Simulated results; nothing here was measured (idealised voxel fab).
Herein follows the process module entitled voxel air gaps.
It is cross-section cut that appears here, measuring 155 nm in width, its square cells being 5 nm in size.
Cross-section = grid of square cells, listed top down in bands; band = one or more rows.
A band entry consists of two parts. The first gives the height of the band's top and the height of its bottom, in nm. The rest lists the band's materials from left to right, each with its width in nm. A single material labelled with the word "edge to edge" fills the band from edge to edge, and the word "empty" marks empty space.
Basically, 0 is our baseline, since under it the wafer straight out of the box is all one material. The bottom band has no lower end and keeps on going down, so it looks like "0..down".
The two numbers in a width such as "30..40" mark its ends across the band: the first belongs to the top row of cells, the second to the bottom row, and from each row to the next the width moves by the same amount.
A step reported as "nothing was modified" is a step in which no cell of the cross-section changed.
This entry, "Fully sealed voids", enumerates those empty regions of no fewer than 8 cells that possess no open connection to the top. Each region is reported in the form width x height at distance, the distance being taken from the left edge, with all three quantities expressed in nm.
Past the settings on a step's line: simulator remark, on that step.
"overlay nm" denotes, for a step that has a mask, the displacement of the mask to the right of its planned place, with negative values corresponding to the left.

The following list gives the planned process steps:
1 RECEIVE: material Si
2 CONFORMAL_DEP: material SiO2, thk nm 15
3 CONFORMAL_DEP: material SiCN, thk nm 5
4 DIRECTIONAL_DEP: material lowk, thk nm 40
5 PATTERN: tone open, mask id LINES, material resist, width nm 15, pitch nm 40, thk nm 20, overlay nm 0
6 DIRECTIONAL_ETCH: etch materials lowk, depth nm 40
7 STRIP: etch materials resist
8 CONFORMAL_DEP: material TiN, thk nm 5
9 FILL_DEP: material W, thk nm 10
10 CMP: height nm 60
11 EPI: material Ru, thk nm 10
12 SELECTIVE_ETCH: etch materials lowk, depth nm 50
13 CONFORMAL_DEP: material SiCN, thk nm 5

First of two wafers, processed according to plan:

So this is the incoming wafer in cross-section - it's already been through step 1:
  0..down: Si edge to edge
  Fully sealed voids: none

Sectional view: wafer, after step 2:
  15..0: SiO2 edge to edge
  All layers under 0 are left as they were.

Sectional view: wafer, after step 3:
  20..15: SiCN edge to edge
  All layers under 15 are left as they were.

Sectional view: wafer, after step 4:
  60..20: lowk edge to edge
  All layers under 20 are left as they were.

Sectional view: wafer, after step 5:
  80..60: resist 30 nm, then empty 15 nm, then resist 25 nm, then empty 15 nm, then resist 25 nm, then empty 15 nm, then resist 30 nm
  All layers under 60 are left as they were.

Sectional view: wafer, after step 6:
  80..60: resist 30 nm, then empty 15 nm, then resist 25 nm, then empty 15 nm, then resist 25 nm, then empty 15 nm, then resist 30 nm
  60..20: lowk 30 nm, then empty 15 nm, then lowk 25 nm, then empty 15 nm, then lowk 25 nm, then empty 15 nm, then lowk 30 nm
  All layers under 20 are left as they were.

Sectional view: wafer, after step 7:
  60..20: lowk 30 nm, then empty 15 nm, then lowk 25 nm, then empty 15 nm, then lowk 25 nm, then empty 15 nm, then lowk 30 nm
  All layers under 20 are left as they were.

Sectional view: wafer, after step 8:
  65..60: TiN 35 nm, then empty 5 nm, then TiN 35 nm, then empty 5 nm, then TiN 35 nm, then empty 5 nm, then TiN 35 nm
  60..25: lowk 30 nm, then TiN 5 nm, then empty 5 nm, then TiN 5 nm, then lowk 25 nm, then TiN 5 nm, then empty 5 nm, then TiN 5 nm, then lowk 25 nm, then TiN 5 nm, then empty 5 nm, then TiN 5 nm, then lowk 30 nm
  25..20: lowk 30 nm, then TiN 15 nm, then lowk 25 nm, then TiN 15 nm, then lowk 25 nm, then TiN 15 nm, then lowk 30 nm
  All layers under 20 are left as they were.

Sectional view: wafer, after step 9:
  75..65: W edge to edge
  65..60: TiN 35 nm, then W 5 nm, then TiN 35 nm, then W 5 nm, then TiN 35 nm, then W 5 nm, then TiN 35 nm
  60..25: lowk 30 nm, then TiN 5 nm, then W 5 nm, then TiN 5 nm, then lowk 25 nm, then TiN 5 nm, then W 5 nm, then TiN 5 nm, then lowk 25 nm, then TiN 5 nm, then W 5 nm, then TiN 5 nm, then lowk 30 nm
  All layers under 25 are left as they were.

Sectional view: wafer, after step 10:
  60..25: lowk 30 nm, then TiN 5 nm, then W 5 nm, then TiN 5 nm, then lowk 25 nm, then TiN 5 nm, then W 5 nm, then TiN 5 nm, then lowk 25 nm, then TiN 5 nm, then W 5 nm, then TiN 5 nm, then lowk 30 nm
  All layers under 25 are left as they were.

Sectional view: wafer, after step 11:
  70..60: empty 20 nm, then Ru 35 nm, then empty 5 nm, then Ru 35 nm, then empty 5 nm, then Ru 35 nm, then empty 20 nm
  All layers under 60 are left as they were.

Sectional view: wafer, after step 12:
  70..60: empty 20 nm, then Ru 35 nm, then empty 5 nm, then Ru 35 nm, then empty 5 nm, then Ru 35 nm, then empty 20 nm
  60..25: empty 30 nm, then TiN 5 nm, then W 5 nm, then TiN 5 nm, then empty 25 nm, then TiN 5 nm, then W 5 nm, then TiN 5 nm, then empty 25 nm, then TiN 5 nm, then W 5 nm, then TiN 5 nm, then empty 30 nm
  25..20: empty 30 nm, then TiN 15 nm, then empty 25 nm, then TiN 15 nm, then empty 25 nm, then TiN 15 nm, then empty 30 nm
  All layers under 20 are left as they were.

Sectional view: wafer, after step 13:
  75..70: empty 15 nm, then SiCN 125 nm, then empty 15 nm
  70..60: empty 15 nm, then SiCN 5 nm, then Ru 35 nm, then SiCN 5 nm, then Ru 35 nm, then SiCN 5 nm, then Ru 35 nm, then SiCN 5 nm, then empty 15 nm
  60..55: empty 15 nm, then SiCN 15 nm, then TiN 5 nm, then W 5 nm, then TiN 5 nm, then SiCN 25 nm, then TiN 5 nm, then W 5 nm, then TiN 5 nm, then SiCN 25 nm, then TiN 5 nm, then W 5 nm, then TiN 5 nm, then SiCN 15 nm, then empty 15 nm
  55..25: empty 25 nm, then SiCN 5 nm, then TiN 5 nm, then W 5 nm, then TiN 5 nm, then SiCN 5 nm, then empty 15 nm, then SiCN 5 nm, then TiN 5 nm, then W 5 nm, then TiN 5 nm, then SiCN 5 nm, then empty 15 nm, then SiCN 5 nm, then TiN 5 nm, then W 5 nm, then TiN 5 nm, then SiCN 5 nm, then empty 25 nm
  25..20: SiCN 30 nm, then TiN 15 nm, then SiCN 25 nm, then TiN 15 nm, then SiCN 25 nm, then TiN 15 nm, then SiCN 30 nm
  All layers under 20 are left as they were.
  Fully sealed voids: 15 x 30 at 50; 15 x 30 at 90

Second wafer: like start, like plan, one mistake. Through step 4 it matches the first wafer:

Here is the second wafer in cross-section at the point where step 5 of the plan should have been done:
  80..60: empty 30 nm, then resist 15 nm, then empty 25 nm, then resist 15 nm, then empty 25 nm, then resist 15 nm, then empty 30 nm
  All layers under 60 are left as they were.

Here is the second wafer in cross-section at the point where step 6 of the plan should have been done:
  80..60: empty 30 nm, then resist 15 nm, then empty 25 nm, then resist 15 nm, then empty 25 nm, then resist 15 nm, then empty 30 nm
  60..20: empty 30 nm, then lowk 15 nm, then empty 25 nm, then lowk 15 nm, then empty 25 nm, then lowk 15 nm, then empty 30 nm
  All layers under 20 are left as they were.

Here is the second wafer in cross-section at the point where step 7 of the plan should have been done:
  60..20: empty 30 nm, then lowk 15 nm, then empty 25 nm, then lowk 15 nm, then empty 25 nm, then lowk 15 nm, then empty 30 nm
  All layers under 20 are left as they were.

Here is the second wafer in cross-section at the point where step 8 of the plan should have been done:
  65..60: empty 25 nm, then TiN 25 nm, then empty 15 nm, then TiN 25 nm, then empty 15 nm, then TiN 25 nm, then empty 25 nm
  60..25: empty 25 nm, then TiN 5 nm, then lowk 15 nm, then TiN 5 nm, then empty 15 nm, then TiN 5 nm, then lowk 15 nm, then TiN 5 nm, then empty 15 nm, then TiN 5 nm, then lowk 15 nm, then TiN 5 nm, then empty 25 nm
  25..20: TiN 30 nm, then lowk 15 nm, then TiN 25 nm, then lowk 15 nm, then TiN 25 nm, then lowk 15 nm, then TiN 30 nm
  All layers under 20 are left as they were.

Here is the second wafer in cross-section at the point where step 9 of the plan should have been done:
  75..65: W edge to edge
  65..60: W 25 nm, then TiN 25 nm, then W 15 nm, then TiN 25 nm, then W 15 nm, then TiN 25 nm, then W 25 nm
  60..25: W 25 nm, then TiN 5 nm, then lowk 15 nm, then TiN 5 nm, then W 15 nm, then TiN 5 nm, then lowk 15 nm, then TiN 5 nm, then W 15 nm, then TiN 5 nm, then lowk 15 nm, then TiN 5 nm, then W 25 nm
  All layers under 25 are left as they were.

Here is the second wafer in cross-section at the point where step 10 of the plan should have been done:
  60..25: W 25 nm, then TiN 5 nm, then lowk 15 nm, then TiN 5 nm, then W 15 nm, then TiN 5 nm, then lowk 15 nm, then TiN 5 nm, then W 15 nm, then TiN 5 nm, then lowk 15 nm, then TiN 5 nm, then W 25 nm
  All layers under 25 are left as they were.

Here is the second wafer in cross-section at the point where step 11 of the plan should have been done:
  70..60: Ru edge to edge
  All layers under 60 are left as they were.

Here is the second wafer in cross-section at the point where step 12 of the plan should have been done: nothing was modified

Here is the second wafer in cross-section at the point where step 13 of the plan should have been done:
  75..70: SiCN edge to edge
  All layers under 70 are left as they were.
The mistake made against the process plan was this: in deviation from the planned setting, step 5 was conducted as PATTERN: tone cover, mask id LINES, material resist, width nm 15, pitch nm 40, thk nm 20, overlay nm 0
Cell-count delta at end, second wafer over first, by material: Ru: 20 more; SiCN: 76 fewer; TiN: 13 more; W: 91 more; lowk: 72 more
Note - end result: 2 closed voids (first wafer), 0 closed voids (second wafer).
